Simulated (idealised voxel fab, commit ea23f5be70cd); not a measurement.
Presented below is a process module, voxel tone inversion.
Shown is cross-section cut, with a width of 285 nm and square cells of size 5 nm.
Cross-section, as written here: a square-cell grid given band by band from the top down, where a band holds one or more rows of cells. Each band's line starts with the height of the band's top and of its bottom, in nm. Then come its materials from left to right, each with its width in nm. One material with "edge to edge" fills the band from edge to edge. "blank" is empty space. Heights are measured from 0, the level below which the as-received wafer is all one material; the lowest band has no bottom and continues downward, written as in "0 -> down". A width such as "30 to 40" changes by the same amount from each row of cells to the next, from the band's top row to its bottom row. No cell of the cross-section changed in a step that is given as "nothing different". For the entry "Closed internal cavities", the listed items are empty spaces with no open way to the top whose size is 8 cells or more; each item follows the pattern width x height at distance, where distance is from the left edge and all three are in nm. If you see something after the settings on a step's line, that's the simulator's own remark about that step. overlay nm: right-of-plan distance of the mask on a masked step; negative values mean left-of-plan.
# The steps planned for the process are as follows
- 1: op RECEIVE | material Si
- 2: op CONFORMAL_DEP | material SiCN | thk nm 5
- 3: op DIRECTIONAL_DEP | material aC | thk nm 20
- 4: op PATTERN | tone cover | mask id POSTS | material resist | width nm 25 | pitch nm 50 | thk nm 30 | overlay nm 0
- 5: op DIRECTIONAL_ETCH | etch materials aC | depth nm 20
- 6: op STRIP | etch materials resist
- 7: op FILL_DEP | material lowk | thk nm 10
- 8: op CMP | height nm 25
- 9: op STRIP | etch materials aC
- 10: op CONFORMAL_DEP | material TiN | thk nm 5
- 11: op FILL_DEP | material Ru | thk nm 10
- 12: op CMP | height nm 25
- 13: op CONFORMAL_DEP | material SiCN | thk nm 5
# Cross-section, incoming material, after step 1
* 0 -> down  Si edge to edge
* Closed internal cavities: none
# Starting structure and process plan are as shown above, but one mistake was made in running the module; the wafer cross-section at the end of the module follows
* 30 -> 25  SiCN edge to edge
* 25 -> 10  lowk 85; TiN 5; Ru 15; TiN 5; lowk 25; TiN 5; Ru 15; TiN 5; lowk 25; TiN 5; Ru 15; TiN 5; lowk 75
* 10 -> 5  lowk 85; TiN 25; lowk 25; TiN 25; lowk 25; TiN 25; lowk 75
* 5 -> 0  SiCN edge to edge
* 0 -> down  Si edge to edge
* Closed internal cavities: none
Misprocessing identified: off-plan run, step 4, actual operation and settings op PATTERN | tone cover | mask id POSTS | material resist | width nm 25 | pitch nm 50 | thk nm 30 | overlay nm 5
